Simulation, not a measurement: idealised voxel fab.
process module | voxel transistor to metal
cross-section cut | 295 nm wide | cells 5 nm
A cross-section is a grid of square cells, given in bands from the top down. A band is one or more rows of cells.
Each band's line starts with the height of the band's top and of its bottom, in nm. Then come its materials from left to right, each with its width in nm. One material with "throughout" fills the band from edge to edge. "air" is empty space.
Height 0 is the level under which the wafer as received is all one material. The lowest band goes on downwards, as in "0 down".
A width such as "30 to 40" changes by the same amount from each row of cells to the next, from the band's top row to its bottom row.
"no change" after a step means that no cell of the cross-section changed.
closed voids: empty space of 8 cells or more with no open way to the top, each as width x height at its distance from the left edge, in nm
after a step's settings: what the simulator itself notes on the step
overlay nm, on a step with a mask: how far to the right of its planned place the mask lay; to the left if negative
plan
1 op RECEIVE | material Si
2 op OXIDIZE | depth nm 5
3 op CONFORMAL_DEP | material SiN | thk nm 10
4 op MASKED_ETCH | tone cover | mask id ACTIVE | width nm 105 | pitch nm 125 | etch materials SiN | depth nm 10 | overlay nm 0
5 op MASKED_ETCH | tone cover | mask id ACTIVE | width nm 105 | pitch nm 125 | etch materials SiO2 | depth nm 5 | overlay nm 0
6 op MASKED_ETCH | tone cover | mask id ACTIVE | width nm 105 | pitch nm 125 | etch materials Si | depth nm 35 | overlay nm 0
7 op OXIDIZE | depth nm 5
8 op FILL_DEP | material SiO2 | thk nm 10
9 op CMP | height nm 10
10 op SELECTIVE_ETCH | etch materials SiO2 | depth nm 5
11 op STRIP | etch materials SiN
12 op SELECTIVE_ETCH | etch materials SiO2 | depth nm 5
13 op OXIDIZE | depth nm 5
14 op DIRECTIONAL_DEP | material polySi | thk nm 25
15 op DIRECTIONAL_DEP | material SiCN | thk nm 10
16 op DIRECTIONAL_DEP | material aC | thk nm 10
17 op PATTERN | tone cover | mask id GATE | material resist | width nm 35 | pitch nm 125 | thk nm 25 | overlay nm 0
18 op DIRECTIONAL_ETCH | etch materials aC | depth nm 10
19 op STRIP | etch materials resist
20 op DIRECTIONAL_ETCH | etch materials SiCN | depth nm 20
21 op DIRECTIONAL_ETCH | etch materials polySi | depth nm 35
22 op STRIP | etch materials aC
23 op CONFORMAL_DEP | material SiN | thk nm 10
24 op DIRECTIONAL_ETCH | etch materials SiN | depth nm 10
25 op DIRECTIONAL_ETCH | etch materials SiO2 | depth nm 5
26 op DIRECTIONAL_ETCH | etch materials Si | depth nm 10
27 op EPI | material nSi | thk nm 15
28 op FILL_DEP | material SiO2 | thk nm 5
29 op CMP | height nm 20
30 op STRIP | etch materials polySi
31 op SELECTIVE_ETCH | etch materials SiO2 | depth nm 5
32 op CONFORMAL_DEP | material HfO2 | thk nm 5
33 op CONFORMAL_DEP | material TiN | thk nm 5
34 op FILL_DEP | material W | thk nm 5
35 op CMP | height nm 15
36 op DIRECTIONAL_DEP | material SiO2 | thk nm 10
37 op DIRECTIONAL_DEP | material aC | thk nm 15
38 op PATTERN | tone open | mask id CONTACT | material resist | width nm 15 | thk nm 35 | overlay nm 0
39 op DIRECTIONAL_ETCH | etch materials aC | depth nm 15
40 op STRIP | etch materials resist
41 op DIRECTIONAL_ETCH | etch materials SiO2 | depth nm 30
42 op STRIP | etch materials aC
43 op CONFORMAL_DEP | material TiN | thk nm 5
44 op FILL_DEP | material W | thk nm 10
45 op CMP | height nm 25
46 op DIRECTIONAL_DEP | material TiN | thk nm 5
47 op DIRECTIONAL_DEP | material W | thk nm 20
48 op DIRECTIONAL_DEP | material aC | thk nm 10
49 op PATTERN | tone cover | mask id METAL_1 | material resist | width nm 15 | thk nm 25 | overlay nm 0
50 op DIRECTIONAL_ETCH | etch materials aC | depth nm 10
51 op STRIP | etch materials resist
52 op DIRECTIONAL_ETCH | etch materials W | depth nm 20
53 op DIRECTIONAL_ETCH | etch materials TiN | depth nm 5
54 op STRIP | etch materials aC
55 op FILL_DEP | material SiO2 | thk nm 5
56 op CMP | height nm 50
57 op CONFORMAL_DEP | material SiCN | thk nm 5
58 op DIRECTIONAL_DEP | material SiO2 | thk nm 30
59 op DIRECTIONAL_DEP | material aC | thk nm 10
60 op PATTERN | tone open | mask id METAL_2 | material resist | width nm 15 | pitch nm 125 | thk nm 30 | overlay nm 0
61 op DIRECTIONAL_ETCH | etch materials aC | depth nm 10
62 op STRIP | etch materials resist
63 op DIRECTIONAL_ETCH | etch materials SiO2 | depth nm 20
64 op STRIP | etch materials aC
65 op DIRECTIONAL_DEP | material aC | thk nm 15
66 op PATTERN | tone open | mask id METAL_2_HOLES | material resist | width nm 15 | pitch nm 125 | thk nm 30 | overlay nm 0
67 op DIRECTIONAL_ETCH | etch materials aC | depth nm 15
68 op STRIP | etch materials resist
69 op DIRECTIONAL_ETCH | etch materials SiO2 | depth nm 10
70 op DIRECTIONAL_ETCH | etch materials SiCN | depth nm 5
71 op STRIP | etch materials aC
72 op CONFORMAL_DEP | material TiN | thk nm 5
73 op FILL_DEP | material Ru | thk nm 10
74 op CMP | height nm 85
75 op CONFORMAL_DEP | material SiN | thk nm 5
as received, after step 1
  0 down: Si throughout
  closed voids: none
first wafer at the end, as planned
  90 to 85: SiN throughout
  85 to 55: SiO2 35 | TiN 5 | Ru 5 | TiN 5 | SiO2 110 | TiN 5 | Ru 5 | TiN 5 | SiO2 120
  55 to 50: SiCN 35 | TiN 15 | SiCN 110 | TiN 15 | SiCN 120
  50 to 30: SiO2 35 | W 15 | SiO2 65 | W 15 | SiO2 30 | W 15 | SiO2 65 | W 15 | SiO2 40
  30 to 25: SiO2 35 | TiN 15 | SiO2 65 | TiN 15 | SiO2 30 | TiN 15 | SiO2 65 | TiN 15 | SiO2 40
  25 to 15: SiO2 35 | TiN 5 | W 5 | TiN 5 | SiO2 65 | TiN 5 | W 5 | TiN 5 | SiO2 30 | TiN 5 | W 5 | TiN 5 | SiO2 65 | TiN 5 | W 5 | TiN 5 | SiO2 40
  15 to 10: SiO2 35 | TiN 5 | W 5 | TiN 5 | SiO2 5 | SiN 10 | HfO2 5 | TiN 5 | W 15 | TiN 5 | HfO2 5 | SiN 10 | SiO2 5 | TiN 5 | W 5 | TiN 5 | SiO2 30 | TiN 5 | W 5 | TiN 5 | SiO2 5 | SiN 10 | HfO2 5 | TiN 5 | W 15 | TiN 5 | HfO2 5 | SiN 10 | SiO2 5 | TiN 5 | W 5 | TiN 5 | SiO2 40
  10 to 5: SiO2 35 | TiN 15 | SiO2 5 | SiN 10 | HfO2 5 | TiN 5 | W 15 | TiN 5 | HfO2 5 | SiN 10 | SiO2 5 | TiN 15 | SiO2 30 | TiN 15 | SiO2 5 | SiN 10 | HfO2 5 | TiN 5 | W 15 | TiN 5 | HfO2 5 | SiN 10 | SiO2 5 | TiN 15 | SiO2 40
  5 to 0: SiO2 35 | TiN 5 | nSi 15 | SiN 10 | HfO2 5 | TiN 5 | W 15 | TiN 5 | HfO2 5 | SiN 10 | nSi 15 | TiN 5 | SiO2 30 | TiN 5 | nSi 15 | SiN 10 | HfO2 5 | TiN 5 | W 15 | TiN 5 | HfO2 5 | SiN 10 | nSi 15 | TiN 5 | SiO2 40
  0 to -5: SiO2 25 | SiN 10 | TiN 5 | nSi 15 | SiN 10 | HfO2 5 | TiN 25 | HfO2 5 | SiN 10 | nSi 15 | TiN 5 | SiN 10 | SiO2 10 | SiN 10 | TiN 5 | nSi 15 | SiN 10 | HfO2 5 | TiN 25 | HfO2 5 | SiN 10 | nSi 15 | TiN 5 | SiN 10 | SiO2 30
  -5 to -10: SiO2 35 | nSi 20 | SiO2 5 | HfO2 45 | SiO2 5 | nSi 20 | SiO2 30 | nSi 20 | SiO2 5 | HfO2 45 | SiO2 5 | nSi 20 | SiO2 40
  -10 to -20: SiO2 35 | nSi 20 | Si 55 | nSi 20 | SiO2 30 | nSi 20 | Si 55 | nSi 20 | SiO2 40
  -20 to -45: SiO2 35 | Si 95 | SiO2 30 | Si 95 | SiO2 40
  -45 down: Si throughout
  closed voids: none
second wafer at the end: like start, like plan, one mistake
  90 to 85: SiN throughout
  85 to 55: SiO2 35 | TiN 5 | Ru 5 | TiN 5 | SiO2 110 | TiN 5 | Ru 5 | TiN 5 | SiO2 120
  55 to 50: SiCN 35 | TiN 15 | SiCN 110 | TiN 15 | SiCN 120
  50 to 30: SiO2 35 | W 15 | SiO2 65 | W 15 | SiO2 30 | W 15 | SiO2 65 | W 15 | SiO2 40
  30 to 25: SiO2 35 | TiN 15 | SiO2 65 | TiN 15 | SiO2 30 | TiN 15 | SiO2 65 | TiN 15 | SiO2 40
  25 to 15: SiO2 35 | TiN 5 | W 5 | TiN 5 | SiO2 65 | TiN 5 | W 5 | TiN 5 | SiO2 30 | TiN 5 | W 5 | TiN 5 | SiO2 65 | TiN 5 | W 5 | TiN 5 | SiO2 40
  15 to 10: SiO2 35 | TiN 5 | W 5 | TiN 5 | SiO2 5 | SiN 10 | HfO2 5 | TiN 5 | W 15 | TiN 5 | HfO2 5 | SiN 10 | SiO2 5 | TiN 5 | W 5 | TiN 5 | SiO2 30 | TiN 5 | W 5 | TiN 5 | SiO2 5 | SiN 10 | HfO2 5 | TiN 5 | W 15 | TiN 5 | HfO2 5 | SiN 10 | SiO2 5 | TiN 5 | W 5 | TiN 5 | SiO2 40
  10 to 5: SiO2 35 | TiN 15 | SiO2 5 | SiN 10 | HfO2 5 | TiN 5 | W 15 | TiN 5 | HfO2 5 | SiN 10 | SiO2 5 | TiN 15 | SiO2 30 | TiN 15 | SiO2 5 | SiN 10 | HfO2 5 | TiN 5 | W 15 | TiN 5 | HfO2 5 | SiN 10 | SiO2 5 | TiN 15 | SiO2 40
  5 to 0: SiO2 35 | TiN 5 | nSi 15 | SiN 10 | HfO2 5 | TiN 5 | W 15 | TiN 5 | HfO2 5 | SiN 10 | nSi 15 | TiN 5 | SiO2 30 | TiN 5 | nSi 15 | SiN 10 | HfO2 5 | TiN 5 | W 15 | TiN 5 | HfO2 5 | SiN 10 | nSi 15 | TiN 5 | SiO2 40
  0 to -5: SiO2 15 | SiN 10 | SiO2 10 | TiN 5 | nSi 15 | SiN 10 | HfO2 5 | TiN 25 | HfO2 5 | SiN 10 | nSi 10 | SiN 10 | SiO2 10 | SiN 10 | SiO2 10 | TiN 5 | nSi 15 | SiN 10 | HfO2 5 | TiN 25 | HfO2 5 | SiN 10 | nSi 10 | SiN 10 | SiO2 40
  -5 to -10: SiO2 25 | nSi 30 | SiO2 5 | HfO2 45 | SiO2 5 | nSi 10 | SiO2 30 | nSi 30 | SiO2 5 | HfO2 45 | SiO2 5 | nSi 10 | SiO2 50
  -10 to -20: SiO2 25 | nSi 30 | Si 55 | nSi 10 | Si 10 | SiO2 20 | nSi 30 | Si 55 | nSi 10 | Si 10 | SiO2 40
  -20 to -45: SiO2 25 | Si 105 | SiO2 20 | Si 105 | SiO2 40
  -45 down: Si throughout
  closed voids: none
what went wrong: step 4 ran as: op MASKED_ETCH | tone cover | mask id ACTIVE | width nm 105 | pitch nm 125 | etch materials SiN | depth nm 10 | overlay nm -10
at the end the second wafer has, in cells: 28 more of Si | 24 fewer of SiO2 | 2 fewer of TiN | 2 fewer of nSi
